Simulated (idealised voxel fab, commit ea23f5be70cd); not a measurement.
Documented hereafter: the process module known as voxel fin reveal.
We display cut, a cross-section 215 nm in width whose square cells are each 5 nm.
Square cells in a grid make up a cross-section in this document, and the grid is given as bands, listed from the top down, each one or more rows of cells. Heads up on the band format: heights come first, top then bottom, in nm. After that it's the materials left to right, each with its width in nm. A single material flagged "throughout" fills the whole band edge to edge, and "empty" means there's empty space there. It should be noted that heights are counted from 0, beneath which the wafer as supplied is of one material throughout, and that the lowest band possesses no lower boundary but continues downward, as written in "0..down". Think of "30->40" as a width that walks from the first number to the second as you go down the band, top row to bottom row, taking equal-sized steps from row to row. You'll sometimes find "stayed the same" written for a step, and that's the way of saying that nowhere in the cross-section did a cell change during that step. Each empty space that has no open way to the top and spans at least 8 cells appears under "Internal closed voids" as width x height at distance, the distance counted from the left edge, all in nm. That trailing text on a step's line, after the settings, is the simulator's own remark on the step. On any step carrying a mask, the "overlay nm" setting, if present on the step's line, tells how far right of its planned place the mask lay; negative values point to the left.

[The planned process steps are enumerated hereunder]
1,RECEIVE with material Si
2,CONFORMAL_DEP with material SiN, thk nm 10
3,MASKED_ETCH with tone cover, mask id FINS, width nm 15, pitch nm 35, etch materials SiN, depth nm 10, overlay nm 0
4,MASKED_ETCH with tone cover, mask id FINS, width nm 15, pitch nm 35, etch materials Si, depth nm 35, overlay nm 0
5,FILL_DEP with material SiO2, thk nm 10
6,CMP with height nm 10
7,SELECTIVE_ETCH with etch materials SiO2, depth nm 20
8,STRIP with etch materials SiN
9,CONFORMAL_DEP with material SiO2, thk nm 5

[Below: the first of two wafers, run as planned]

[The cross-section here shows the wafer as received, i.e. in its state after step 1]
    0..down = Si throughout
    Internal closed voids: none

[After step 2, in cross-section]
    10..0 = SiN throughout
    Everything below 0 is unchanged.

[After step 3, in cross-section]
    10..0 = empty 80, then SiN 15, then empty 20, then SiN 15, then empty 85
    Everything below 0 is unchanged.

[After step 4, in cross-section]
    10..0 = empty 80, then SiN 15, then empty 20, then SiN 15, then empty 85
    0..-35 = empty 80, then Si 15, then empty 20, then Si 15, then empty 85
    Everything below -35 is unchanged.

[After step 5, in cross-section]
    20..10 = SiO2 throughout
    10..0 = SiO2 80, then SiN 15, then SiO2 20, then SiN 15, then SiO2 85
    0..-35 = SiO2 80, then Si 15, then SiO2 20, then Si 15, then SiO2 85
    Everything below -35 is unchanged.

[After step 6, in cross-section]
    10..0 = SiO2 80, then SiN 15, then SiO2 20, then SiN 15, then SiO2 85
    Everything below 0 is unchanged.

[After step 7, in cross-section]
    10..0 = empty 80, then SiN 15, then empty 20, then SiN 15, then empty 85
    0..-10 = empty 80, then Si 15, then empty 20, then Si 15, then empty 85
    Everything below -10 is unchanged.

[After step 8, in cross-section]
    0..-10 = empty 80, then Si 15, then empty 20, then Si 15, then empty 85
    Everything below -10 is unchanged.

[After step 9, in cross-section]
    5..0 = empty 75, then SiO2 25, then empty 10, then SiO2 25, then empty 80
    0..-5 = empty 75, then SiO2 5, then Si 15, then SiO2 5, then empty 10, then SiO2 5, then Si 15, then SiO2 5, then empty 80
    -5..-35 = SiO2 80, then Si 15, then SiO2 20, then Si 15, then SiO2 85
    Everything below -35 is unchanged.

[Wafer two of two - same starting point, same process plan, one mistake in execution; matches wafer one up to and including step 3]

[Cross-sectional view of the second wafer at the intended end time of process step 4]
    10..0 = empty 80, then SiN 15, then empty 20, then SiN 15, then empty 85
    0..-70 = empty 80, then Si 15, then empty 20, then Si 15, then empty 85
    Everything below -70 is unchanged.

[Cross-sectional view of the second wafer at the intended end time of process step 5]
    20..10 = SiO2 throughout
    10..0 = SiO2 80, then SiN 15, then SiO2 20, then SiN 15, then SiO2 85
    0..-70 = SiO2 80, then Si 15, then SiO2 20, then Si 15, then SiO2 85
    Everything below -70 is unchanged.

[Cross-sectional view of the second wafer at the intended end time of process step 6]
    10..0 = SiO2 80, then SiN 15, then SiO2 20, then SiN 15, then SiO2 85
    Everything below 0 is unchanged.

[Cross-sectional view of the second wafer at the intended end time of process step 7]
    10..0 = empty 80, then SiN 15, then empty 20, then SiN 15, then empty 85
    0..-10 = empty 80, then Si 15, then empty 20, then Si 15, then empty 85
    Everything below -10 is unchanged.

[Cross-sectional view of the second wafer at the intended end time of process step 8]
    0..-10 = empty 80, then Si 15, then empty 20, then Si 15, then empty 85
    Everything below -10 is unchanged.

[Cross-sectional view of the second wafer at the intended end time of process step 9]
    5..0 = empty 75, then SiO2 25, then empty 10, then SiO2 25, then empty 80
    0..-5 = empty 75, then SiO2 5, then Si 15, then SiO2 5, then empty 10, then SiO2 5, then Si 15, then SiO2 5, then empty 80
    -5..-70 = SiO2 80, then Si 15, then SiO2 20, then Si 15, then SiO2 85
    Everything below -70 is unchanged.
Nonconformance to the process plan: step 4 of the plan was carried out twice
End of process, cell counts, second wafer against first, materials with more or fewer: -259 Si | +259 SiO2
